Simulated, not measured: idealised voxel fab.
process module | voxel self aligned contacts
cross-section cut | 225 nm wide | cells 5 nm
A cross-section is a grid of square cells, given in bands from the top down. A band is one or more rows of cells.
Each band's line starts with the height of the band's top and of its bottom, in nm. Then come its materials from left to right, each with its width in nm. One material with "throughout" fills the band from edge to edge. "air" is empty space.
Height 0 is the level under which the wafer as received is all one material. The lowest band goes on downwards, as in "0 down".
A width such as "30 to 40" changes by the same amount from each row of cells to the next, from the band's top row to its bottom row.
"no change" after a step means that no cell of the cross-section changed.
closed voids: empty space of 8 cells or more with no open way to the top, each as width x height at its distance from the left edge, in nm
after a step's settings: what the simulator itself notes on the step
overlay nm, on a step with a mask: how far to the right of its planned place the mask lay; to the left if negative
plan
1 op RECEIVE | material Si
2 op OXIDIZE | depth nm 5
3 op DIRECTIONAL_DEP | material polySi | thk nm 30
4 op DIRECTIONAL_DEP | material SiN | thk nm 20
5 op PATTERN | tone cover | mask id GATE | material resist | width nm 35 | pitch nm 70 | thk nm 20 | overlay nm 0
6 op DIRECTIONAL_ETCH | etch materials SiN | depth nm 20
7 op DIRECTIONAL_ETCH | etch materials polySi | depth nm 30
8 op STRIP | etch materials resist
9 op CONFORMAL_DEP | material SiN | thk nm 5
10 op DIRECTIONAL_ETCH | etch materials SiN | depth nm 5
11 op FILL_DEP | material SiO2 | thk nm 20
12 op CMP | height nm 60
13 op DIRECTIONAL_DEP | material aC | thk nm 10
14 op PATTERN | tone open | mask id CONTACT | material resist | width nm 55 | pitch nm 70 | thk nm 25 | overlay nm 0
15 op DIRECTIONAL_ETCH | etch materials aC | depth nm 10
16 op STRIP | etch materials resist
17 op DIRECTIONAL_ETCH | etch materials SiO2 | depth nm 65
18 op STRIP | etch materials aC
19 op CONFORMAL_DEP | material TiN | thk nm 5
20 op FILL_DEP | material W | thk nm 5
21 op CMP | height nm 50
22 op CONFORMAL_DEP | material SiN | thk nm 5
varied across the wafers: height nm of step 21. The plan shows the first wafer's value. All wafers start alike
first wafer as received, after step 1
  0 down: Si throughout
  closed voids: none
first wafer at the end, after step 22
  55 to 50: SiN throughout
  50 to 30: SiO2 20 | SiN 45 | TiN 5 | W 15 | TiN 5 | SiN 45 | TiN 5 | W 15 | TiN 5 | SiN 45 | SiO2 20
  30 to 0: SiO2 20 | SiN 5 | polySi 35 | SiN 5 | TiN 5 | W 15 | TiN 5 | SiN 5 | polySi 35 | SiN 5 | TiN 5 | W 15 | TiN 5 | SiN 5 | polySi 35 | SiN 5 | SiO2 20
  0 to -5: SiO2 65 | TiN 25 | SiO2 45 | TiN 25 | SiO2 65
  -5 down: Si throughout
  closed voids: none
last wafer at the end
  75 to 70: SiN throughout
  70 to 65: W throughout
  65 to 60: TiN 55 | W 45 | TiN 25 | W 45 | TiN 55
  60 to 50: SiO2 50 | TiN 5 to 20 | W 45 to 15 | TiN 5 to 20 | SiO2 15 | TiN 5 to 20 | W 45 to 15 | TiN 5 to 20 | SiO2 50
  50 to 30: SiO2 20 | SiN 45 | TiN 5 | W 15 | TiN 5 | SiN 45 | TiN 5 | W 15 | TiN 5 | SiN 45 | SiO2 20
  30 to 0: SiO2 20 | SiN 5 | polySi 35 | SiN 5 | TiN 5 | W 15 | TiN 5 | SiN 5 | polySi 35 | SiN 5 | TiN 5 | W 15 | TiN 5 | SiN 5 | polySi 35 | SiN 5 | SiO2 20
  0 to -5: SiO2 65 | TiN 25 | SiO2 45 | TiN 25 | SiO2 65
  -5 down: Si throughout
  closed voids: none
each wafer at the end: cells of each material gained (+) or lost (-) since it was received, then its closed voids
height nm 50 | -45 Si | +189 SiN | +115 SiO2 | +50 TiN | +60 W | +126 polySi | closed voids: none
height nm 55 | -45 Si | +189 SiN | +138 SiO2 | +66 TiN | +66 W | +126 polySi | closed voids: none
height nm 60 | -45 Si | +189 SiN | +161 SiO2 | +70 TiN | +84 W | +126 polySi | closed voids: none
height nm 65 | -45 Si | +189 SiN | +161 SiO2 | +97 TiN | +102 W | +126 polySi | closed voids: none
height nm 70 | -45 Si | +189 SiN | +161 SiO2 | +97 TiN | +147 W | +126 polySi | closed voids: none
